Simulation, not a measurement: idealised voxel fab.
Presented below is a process module, voxel capacitor over wiring.
We display cut, a cross-section 285 nm in width whose square cells are each 5 nm.
Each cross-section below is a grid of square cells, stated as bands in top-down order, with one or more rows of cells making up each band.
Basically the band line says how high the top is and how high the bottom is, in nm, and then what's in it from left to right, every material with its width in nm. Empty space shows up as "empty", and if a single material carries "edge to edge" it runs the full band edge to edge.
Height is counted from the level 0, under which the received wafer is composed throughout of one material. The lowest of the bands is not closed at the bottom but continues downward, in the notation "z 0 and below".
The two numbers in a width such as "30..40" mark its ends across the band: the first belongs to the top row of cells, the second to the bottom row, and from each row to the next the width moves by the same amount.
It should be understood that the words "remained the same", when stated for a given step, signify that the cross-section underwent no change in any of its cells during that step.
Under "Enclosed void inventory" you'll find the enclosed gaps, the ones with no way out to the top, that are 8 cells or bigger; each reads width x height at distance, with distance counted from the left edge, everything in nm.
Read whatever lies past the settings on a step's line as the simulator's own remark about the step.
overlay nm: right-of-plan distance of the mask on a masked step; negative values mean left-of-plan.

**The process steps that were planned are listed below**
1. RECEIVE [material Si]
2. CONFORMAL_DEP [material SiO2] [thk nm 10]
3. CONFORMAL_DEP [material SiN] [thk nm 5]
4. DIRECTIONAL_DEP [material SiO2] [thk nm 20]
5. MASKED_ETCH [tone open] [mask id METAL_1] [width nm 30] [pitch nm 90] [etch materials SiO2] [depth nm 20] [overlay nm 0]
6. MASKED_ETCH [tone open] [mask id METAL_1] [width nm 30] [pitch nm 90] [etch materials SiN] [depth nm 5] [overlay nm 0]
7. CONFORMAL_DEP [material TiN] [thk nm 5]
8. FILL_DEP [material W] [thk nm 5]
9. CMP [height nm 35]
10. CONFORMAL_DEP [material SiCN] [thk nm 5]
11. DIRECTIONAL_DEP [material SiO2] [thk nm 15]
12. PATTERN [tone open] [mask id PLUG_1] [material resist] [width nm 15] [thk nm 15] [overlay nm 0]
13. DIRECTIONAL_ETCH [etch materials SiO2] [depth nm 15]
14. DIRECTIONAL_ETCH [etch materials SiCN] [depth nm 5]
15. STRIP [etch materials resist]
16. EPI [material Ru] [thk nm 10]
17. EPI [material Ru] [thk nm 10]
18. DIRECTIONAL_DEP [material TiN] [thk nm 10]
19. DIRECTIONAL_DEP [material SiN] [thk nm 5]
20. DIRECTIONAL_DEP [material TiN] [thk nm 5]
21. DIRECTIONAL_DEP [material aC] [thk nm 15]
22. PATTERN [tone cover] [mask id UPPER_PLATE] [material resist] [width nm 65] [thk nm 30] [overlay nm 0]
23. DIRECTIONAL_ETCH [etch materials aC] [depth nm 15]
24. STRIP [etch materials resist]
25. DIRECTIONAL_ETCH [etch materials TiN] [depth nm 5]
26. DIRECTIONAL_ETCH [etch materials SiN] [depth nm 5]
27. STRIP [etch materials aC]
28. DIRECTIONAL_DEP [material aC] [thk nm 15]
29. PATTERN [tone cover] [mask id LOWER_PLATE] [material resist] [width nm 75] [thk nm 35] [overlay nm 0]
30. DIRECTIONAL_ETCH [etch materials aC] [depth nm 15]
31. STRIP [etch materials resist]
32. DIRECTIONAL_ETCH [etch materials TiN] [depth nm 10]
33. STRIP [etch materials aC]
34. FILL_DEP [material SiO2] [thk nm 15]
35. CMP [height nm 85]
36. DIRECTIONAL_DEP [material aC] [thk nm 15]
37. PATTERN [tone open] [mask id PLUG_2] [material resist] [width nm 15] [thk nm 35] [overlay nm 0]
38. DIRECTIONAL_ETCH [etch materials aC] [depth nm 15]
39. STRIP [etch materials resist]
40. DIRECTIONAL_ETCH [etch materials SiO2] [depth nm 10]
41. STRIP [etch materials aC]
42. CONFORMAL_DEP [material TiN] [thk nm 5]
43. FILL_DEP [material Ru] [thk nm 5]
44. CMP [height nm 85]
45. CONFORMAL_DEP [material SiN] [thk nm 5]

**Cross-section of the wafer as it came to us, i.e., already through step 1**
> z 0 and below = Si edge to edge
> Enclosed void inventory: none

**The first of the two wafers as seen in cross-section once the module was finished; processing followed the plan**
> z 90 to 85 = SiN edge to edge
> z 85 to 80 = SiO2=105 / TiN=5 / Ru=5 / TiN=5 / SiO2=165
> z 80 to 70 = SiO2=105..95 / TiN=15..65 / SiO2=165..125
> z 70 to 65 = SiO2=95 / SiN=65 / SiO2=125
> z 65 to 55 = SiO2=90 / TiN=75 / SiO2=120
> z 55 to 40 = SiO2=95 / Ru=15 / SiO2=175
> z 40 to 35 = SiCN=95 / Ru=15 / SiCN=175
> z 35 to 15 = SiO2=80 / TiN=5 / W=20 / TiN=5 / SiO2=60 / TiN=5 / W=20 / TiN=5 / SiO2=85
> z 15 to 10 = SiN=80 / TiN=30 / SiN=60 / TiN=30 / SiN=85
> z 10 to 0 = SiO2 edge to edge
> z 0 and below = Si edge to edge
> Enclosed void inventory: none

**Cross-section, second wafer: same start as the first, same plan as the first, one mistake in running it; taken at the end of the module**
> z 90 to 85 = SiN edge to edge
> z 85 to 80 = SiO2=105 / TiN=5 / Ru=5 / TiN=5 / SiO2=165
> z 80 to 70 = SiO2=105..110 / TiN=15..50 / SiO2=165..125
> z 70 to 65 = SiO2=110 / SiN=50 / SiO2=125
> z 65 to 60 = SiO2=90 / TiN=75 / SiO2=120
> z 60 to 55 = SiO2=90 / TiN=5 / SiN=15 / TiN=55 / SiO2=120
> z 55 to 45 = SiO2=95 / TiN=15 / SiO2=175
> z 45 to 40 = SiO2=95 / Ru=15 / SiO2=175
> z 40 to 35 = SiCN=95 / Ru=15 / SiCN=175
> z 35 to 15 = SiO2=80 / TiN=5 / W=20 / TiN=5 / SiO2=60 / TiN=5 / W=20 / TiN=5 / SiO2=85
> z 15 to 10 = SiN=80 / TiN=30 / SiN=60 / TiN=30 / SiN=85
> z 10 to 0 = SiO2 edge to edge
> z 0 and below = Si edge to edge
> Enclosed void inventory: none
Short version of what went wrong: the omission of one of the mutually identical steps 16 and 17 has occurred, the particular step concerned being indeterminable
Materials where the second wafer ends with more or fewer cells than the first: 6 fewer of Ru; 6 more of SiO2
